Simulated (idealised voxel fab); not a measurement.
process module | voxel quadruple lines
cross-section cut | 270 nm wide | cells 5 nm
A cross-section is a grid of square cells, given in bands from the top down. A band is one or more rows of cells.
Each band's line starts with the height of the band's top and of its bottom, in nm. Then come its materials from left to right, each with its width in nm. One material with "throughout" fills the band from edge to edge. "air" is empty space.
Height 0 is the level under which the wafer as received is all one material. The lowest band goes on downwards, as in "0 down".
A width such as "30 to 40" changes by the same amount from each row of cells to the next, from the band's top row to its bottom row.
"no change" after a step means that no cell of the cross-section changed.
closed voids: empty space of 8 cells or more with no open way to the top, each as width x height at its distance from the left edge, in nm
after a step's settings: what the simulator itself notes on the step
overlay nm, on a step with a mask: how far to the right of its planned place the mask lay; to the left if negative
plan
1 op RECEIVE | material Si
2 op CONFORMAL_DEP | material SiO2 | thk nm 5
3 op DIRECTIONAL_DEP | material W | thk nm 15
4 op DIRECTIONAL_DEP | material polySi | thk nm 15
5 op DIRECTIONAL_DEP | material aC | thk nm 25
6 op PATTERN | tone cover | mask id MANDREL | material resist | width nm 30 | pitch nm 80 | thk nm 35 | overlay nm -15
7 op DIRECTIONAL_ETCH | etch materials aC | depth nm 25
8 op STRIP | etch materials resist
9 op CONFORMAL_DEP | material SiO2 | thk nm 10
10 op DIRECTIONAL_ETCH | etch materials SiO2 | depth nm 10
11 op STRIP | etch materials aC
12 op DIRECTIONAL_ETCH | etch materials polySi | depth nm 15
13 op STRIP | etch materials SiO2
14 op CONFORMAL_DEP | material SiCN | thk nm 10
15 op DIRECTIONAL_ETCH | etch materials SiCN | depth nm 10
16 op STRIP | etch materials polySi
17 op DIRECTIONAL_ETCH | etch materials W | depth nm 15
18 op STRIP | etch materials SiCN
varied across the wafers: overlay nm of step 6. The plan shows the first wafer's value. All wafers start alike
first wafer as received, after step 1
  0 down: Si throughout
  closed voids: none
first wafer at the end, after step 18
  20 to 5: air 45 | W 10 | air 10 | W 10 | air 10 | W 10 | air 10 | W 10 | air 10 | W 10 | air 10 | W 10 | air 10 | W 10 | air 10 | W 10 | air 75
  5 to 0: SiO2 throughout
  0 down: Si throughout
  closed voids: none
last wafer at the end
  20 to 5: air 75 | W 10 | air 10 | W 10 | air 10 | W 10 | air 10 | W 10 | air 10 | W 10 | air 10 | W 10 | air 10 | W 10 | air 10 | W 10 | air 45
  5 to 0: SiO2 throughout
  0 down: Si throughout
  closed voids: none
each wafer at the end: cells of each material gained (+) or lost (-) since it was received, then its closed voids
overlay nm -15 | +54 SiO2 | +48 W | closed voids: none
overlay nm -10 | +54 SiO2 | +48 W | closed voids: none
overlay nm -5 | +54 SiO2 | +48 W | closed voids: none
overlay nm 0 | +54 SiO2 | +48 W | closed voids: none
overlay nm 5 | +54 SiO2 | +48 W | closed voids: none
overlay nm 10 | +54 SiO2 | +48 W | closed voids: none
overlay nm 15 | +54 SiO2 | +48 W | closed voids: none
